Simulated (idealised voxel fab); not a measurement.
You're looking at the process module voxel wiring stack.
Pictured: cross-section cut, 220 nm wide, on a grid of 5 nm square cells.
Each cross-section below is a grid of square cells, stated as bands in top-down order, with one or more rows of cells making up each band.
Within each band entry, the heights of the top and of the bottom of the band appear first, in that order and in nm; the materials of the band then follow from left to right, each with its corresponding width in nm. The designation "throughout" on a single material indicates that it fills the band from edge to edge; the designation "blank" indicates empty space.
Heights from 0 (as-received wafer is one material below). Bottom band endless downward, as "0 nm and below".
Width spec "30->40" -> top row of cells at first value, bottom row at second value, equal per-row change in between.
The cross-section has no changed cell in any step marked "nothing was modified".
Any empty space of 8 cells or more lacking an open way to the top shows up in "Fully sealed voids" as width x height at distance, distance from the left edge, in nm.
after a step's settings: what the simulator itself notes on the step
overlay nm, on a step with a mask: how far to the right of its planned place the mask lay; to the left if negative

SO HERE'S THE LINEUP OF PROCESS STEPS WE PLANNED
1 RECEIVE: material Si
2 CONFORMAL_DEP: material SiO2, thk nm 10
3 DIRECTIONAL_DEP: material TiN, thk nm 5
4 DIRECTIONAL_DEP: material Ru, thk nm 20
5 DIRECTIONAL_DEP: material aC, thk nm 10
6 PATTERN: tone cover, mask id METAL_1, material resist, width nm 30, pitch nm 45, thk nm 30, overlay nm 0
7 DIRECTIONAL_ETCH: etch materials aC, depth nm 10
8 STRIP: etch materials resist
9 DIRECTIONAL_ETCH: etch materials Ru, depth nm 20
10 DIRECTIONAL_ETCH: etch materials TiN, depth nm 5
11 STRIP: etch materials aC
12 CONFORMAL_DEP: material SiCN, thk nm 5
13 FILL_DEP: material SiO2, thk nm 5
14 CMP: height nm 35
15 CONFORMAL_DEP: material SiCN, thk nm 5
16 DIRECTIONAL_DEP: material lowk, thk nm 30
17 DIRECTIONAL_DEP: material aC, thk nm 10
18 PATTERN: tone open, mask id METAL_2_HOLES, material resist, width nm 15, thk nm 25, overlay nm 0
19 DIRECTIONAL_ETCH: etch materials aC, depth nm 10
20 STRIP: etch materials resist
21 DIRECTIONAL_ETCH: etch materials lowk, depth nm 30
22 STRIP: etch materials aC
23 MASKED_ETCH: tone open, mask id METAL_2, width nm 30, pitch nm 45, etch materials lowk, depth nm 15, overlay nm 0
24 MASKED_ETCH: tone open, mask id METAL_2, width nm 30, pitch nm 45, etch materials SiCN, depth nm 5, overlay nm 0
25 CONFORMAL_DEP: material TiN, thk nm 5
26 FILL_DEP: material Ru, thk nm 10
27 CMP: height nm 70
28 CONFORMAL_DEP: material SiCN, thk nm 5
29 DIRECTIONAL_DEP: material lowk, thk nm 10
30 PATTERN: tone open, mask id PLUG_2, material resist, width nm 15, thk nm 20, overlay nm 0
31 DIRECTIONAL_ETCH: etch materials lowk, depth nm 10
32 DIRECTIONAL_ETCH: etch materials SiCN, depth nm 5
33 STRIP: etch materials resist
34 CONFORMAL_DEP: material TiN, thk nm 5
35 FILL_DEP: material W, thk nm 5
36 CMP: height nm 85
37 CONFORMAL_DEP: material SiCN, thk nm 5
38 DIRECTIONAL_DEP: material SiO2, thk nm 15
39 PATTERN: tone open, mask id METAL_3, material resist, width nm 30, pitch nm 45, thk nm 15, overlay nm 0
40 DIRECTIONAL_ETCH: etch materials SiO2, depth nm 15
41 DIRECTIONAL_ETCH: etch materials SiCN, depth nm 5
42 STRIP: etch materials resist
43 CONFORMAL_DEP: material TiN, thk nm 5
44 FILL_DEP: material Ru, thk nm 5
45 CMP: height nm 105
46 EPI: material Ru, thk nm 5
47 FILL_DEP: material SiCN, thk nm 5

AS-RECEIVED STATE OF THE WAFER IN CROSS-SECTION, EQUIVALENT TO POST-STEP 1
	0 nm and below | Si throughout
	Fully sealed voids: none

WAFER CROSS-SECTION AT MODULE END: FIRST OF TWO, RUN TO PLAN
	115 nm to 110 nm | SiCN throughout
	110 nm to 105 nm | 65 nm SiCN; 40 nm Ru; 5 nm SiCN; 40 nm Ru; 70 nm SiCN
	105 nm to 90 nm | 70 nm SiO2; 5 nm TiN; 20 nm Ru; 5 nm TiN; 15 nm SiO2; 5 nm TiN; 20 nm Ru; 5 nm TiN; 75 nm SiO2
	90 nm to 85 nm | 70 nm SiCN; 30 nm TiN; 15 nm SiCN; 30 nm TiN; 75 nm SiCN
	85 nm to 75 nm | 70 nm lowk; 5 nm TiN; 5 nm W; 5 nm TiN; 135 nm lowk
	75 nm to 70 nm | 70 nm SiCN; 15 nm TiN; 135 nm SiCN
	70 nm to 60 nm | 70 nm lowk; 5 nm TiN; 20 nm Ru; 5 nm TiN; 15 nm lowk; 5 nm TiN; 20 nm Ru; 5 nm TiN; 75 nm lowk
	60 nm to 55 nm | 70 nm lowk; 5 nm TiN; 5 nm Ru; 20 nm TiN; 15 nm lowk; 30 nm TiN; 75 nm lowk
	55 nm to 40 nm | 70 nm lowk; 5 nm TiN; 5 nm Ru; 5 nm TiN; 135 nm lowk
	40 nm to 35 nm | 70 nm SiCN; 15 nm TiN; 135 nm SiCN
	35 nm to 15 nm | 65 nm SiO2; 5 nm SiCN; 30 nm Ru; 5 nm SiCN; 5 nm SiO2; 5 nm SiCN; 30 nm Ru; 5 nm SiCN; 70 nm SiO2
	15 nm to 10 nm | 70 nm SiCN; 30 nm TiN; 15 nm SiCN; 30 nm TiN; 75 nm SiCN
	10 nm to 0 nm | SiO2 throughout
	0 nm and below | Si throughout
	Fully sealed voids: none

WAFER TWO, END OF MODULE, CROSS-SECTION. SAME START, SAME PLAN AS WAFER ONE. ONE MISTAKE IN THE RUN
	115 nm to 110 nm | SiCN throughout
	110 nm to 105 nm | 65 nm SiCN; 40 nm Ru; 5 nm SiCN; 40 nm Ru; 70 nm SiCN
	105 nm to 90 nm | 70 nm SiO2; 5 nm TiN; 20 nm Ru; 5 nm TiN; 15 nm SiO2; 5 nm TiN; 20 nm Ru; 5 nm TiN; 75 nm SiO2
	90 nm to 85 nm | 70 nm SiCN; 30 nm TiN; 15 nm SiCN; 30 nm TiN; 75 nm SiCN
	85 nm to 75 nm | 65 nm W; 5 nm TiN; 15 nm lowk; 5 nm TiN; 130 nm W
	75 nm to 70 nm | 70 nm TiN; 15 nm SiCN; 135 nm TiN
	70 nm to 60 nm | 70 nm lowk; 5 nm TiN; 20 nm Ru; 5 nm TiN; 15 nm lowk; 5 nm TiN; 20 nm Ru; 5 nm TiN; 75 nm lowk
	60 nm to 55 nm | 70 nm lowk; 5 nm TiN; 5 nm Ru; 20 nm TiN; 15 nm lowk; 30 nm TiN; 75 nm lowk
	55 nm to 40 nm | 70 nm lowk; 5 nm TiN; 5 nm Ru; 5 nm TiN; 135 nm lowk
	40 nm to 35 nm | 70 nm SiCN; 15 nm TiN; 135 nm SiCN
	35 nm to 15 nm | 65 nm SiO2; 5 nm SiCN; 30 nm Ru; 5 nm SiCN; 5 nm SiO2; 5 nm SiCN; 30 nm Ru; 5 nm SiCN; 70 nm SiO2
	15 nm to 10 nm | 70 nm SiCN; 30 nm TiN; 15 nm SiCN; 30 nm TiN; 75 nm SiCN
	10 nm to 0 nm | SiO2 throughout
	0 nm and below | Si throughout
	Fully sealed voids: none
What was the processing mistake? step 30 was processed under conditions differing from the plan, specifically as PATTERN: tone cover, mask id PLUG_2, material resist, width nm 15, thk nm 20, overlay nm 0
Wrapping up, a cell-based count of both wafers puts the second over or under the first for these materials: SiCN: 38 fewer | TiN: 38 more | W: 76 more | lowk: 76 fewer
